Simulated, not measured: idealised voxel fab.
Herein follows the process module entitled voxel tone inversion.
The figure presents cross-section cut, which has a width of 290 nm and is divided into square cells with an edge length of 5 nm.
Reading order for cross-sections: top band down to bottom band. Underlying form: a grid of square cells. Band size: one or more rows of cells. A band entry consists of two parts. The first gives the height of the band's top and the height of its bottom, in nm. The rest lists the band's materials from left to right, each with its width in nm. A single material labelled with the word "everywhere" fills the band from edge to edge, and the word "air" marks empty space. Note: height 0 marks the level under which the wafer is uniformly one material as received. Lowest band unbounded below, written "from 0 down". When a width is written as two numbers, as in "30->40", the first number is the width in the top row of cells of the band and the second is the width in its bottom row, and the width changes by the same amount from each row to the next. Where a step carries "stayed the same", the cross-section came out of it unchanged, cell for cell. In "Sealed void inventory" the enclosed voids are listed, meaning empty spaces of 8 cells or larger without any opening to the top. The form is width x height at distance, distance from the left edge, units nm. Read whatever lies past the settings on a step's line as the simulator's own remark about the step. On any step carrying a mask, the "overlay nm" setting, if present on the step's line, tells how far right of its planned place the mask lay; negative values point to the left.
## Below is the list of planned process steps
step 1: RECEIVE: material Si
step 2: CONFORMAL_DEP: material SiCN, thk nm 5
step 3: DIRECTIONAL_DEP: material polySi, thk nm 15
step 4: PATTERN: tone cover, mask id POSTS, material resist, width nm 20, pitch nm 45, thk nm 25, overlay nm 0
step 5: DIRECTIONAL_ETCH: etch materials polySi, depth nm 15
step 6: STRIP: etch materials resist
step 7: FILL_DEP: material SiO2, thk nm 10
step 8: CMP: height nm 20
step 9: STRIP: etch materials polySi
## So this is the incoming wafer in cross-section - it's already been through step 1
- from 0 down | Si everywhere
- Sealed void inventory: none
## Run as planned - first of the two wafers cross-sectioned at the end of the module
- from 20 to 5 | 110 nm SiO2 | 20 nm air | 25 nm SiO2 | 20 nm air | 115 nm SiO2
- from 5 to 0 | SiCN everywhere
- from 0 down | Si everywhere
- Sealed void inventory: none
## What the second wafer looks like in cross-section once the module is done. Its start and its plan matched the first wafer's exactly; what differed was one mistake in how it was run
- from 20 to 5 | 105 nm SiO2 | 20 nm air | 25 nm SiO2 | 20 nm air | 120 nm SiO2
- from 5 to 0 | SiCN everywhere
- from 0 down | Si everywhere
- Sealed void inventory: none
What was done differently from what was planned? step 4: run off-plan, actual operation and settings PATTERN: tone cover, mask id POSTS, material resist, width nm 20, pitch nm 45, thk nm 25, overlay nm -5
By the end, you'd get the same cell count for each material on either wafer, but the second wafer puts them somewhere else.
